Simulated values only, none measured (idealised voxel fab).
A process module follows: voxel local oxidation.
We display cut, a cross-section 190 nm in width whose square cells are each 5 nm.
Throughout this document, each cross-section is represented as a grid of square cells and is presented as a sequence of bands enumerated from the top downward, where a band comprises one or more rows of cells. Heads up on the band format: heights come first, top then bottom, in nm. After that it's the materials left to right, each with its width in nm. A single material flagged "edge to edge" fills the whole band edge to edge, and "air" means there's empty space there. Beneath 0, the wafer as received is one material, and that level is where height counting begins. The lowest band goes on downward without a bottom; it is written like "0 and below". So if you see something like "30..40" for the width, read it as the top row of the band sitting at the first number and the bottom row at the second, with every row in between moving by the same amount as the last. Key: "nothing got changed" - step with no changed cell in the cross-section. The label "Fully closed voids" introduces a list of the empty spaces, 8 cells or larger, that have no open way up to the top; each entry in it reads width x height at distance, where the distance is taken from the left edge and all three are stated in nm. The remark found on a step's line after its settings is issued by the simulator itself and pertains to that step. "overlay nm" answers the question of how far to the right of plan the mask lay on a step that has a mask, and when it is negative the answer is to the left.

-- List of planned process steps
step 1: RECEIVE with material Si
step 2: OXIDIZE with depth nm 5
step 3: CONFORMAL_DEP with material SiN, thk nm 15
step 4: MASKED_ETCH with tone cover, mask id ACTIVE, width nm 90, etch materials SiN, depth nm 15, overlay nm -15
step 5: SELECTIVE_ETCH with etch materials SiO2, depth nm 5
step 6: OXIDIZE with depth nm 10
step 7: STRIP with etch materials SiN
Across this set of wafers, the varied parameter is the overlay nm of step 4. Starting conditions are identical for every wafer, and the plan reports the value assigned to the first wafer.

-- Cross-section: the first of several wafers in its as-received state, i.e. following step 1
- 0 and below: Si edge to edge
- Fully closed voids: none

-- The rows of the table below are wafers. Looking at the end of the module, a row counts, for every material, the cells the wafer has gained, shown as (+), or lost, shown as (-), since it was received; its closed voids come next
overlay nm -15, -90 Si, +68 SiO2, Fully closed voids: none
overlay nm -10, -90 Si, +68 SiO2, Fully closed voids: none
overlay nm -5, -90 Si, +68 SiO2, Fully closed voids: none
overlay nm 0, -90 Si, +68 SiO2, Fully closed voids: none
overlay nm 5, -90 Si, +68 SiO2, Fully closed voids: none
overlay nm 10, -90 Si, +68 SiO2, Fully closed voids: none
overlay nm 15, -90 Si, +68 SiO2, Fully closed voids: none
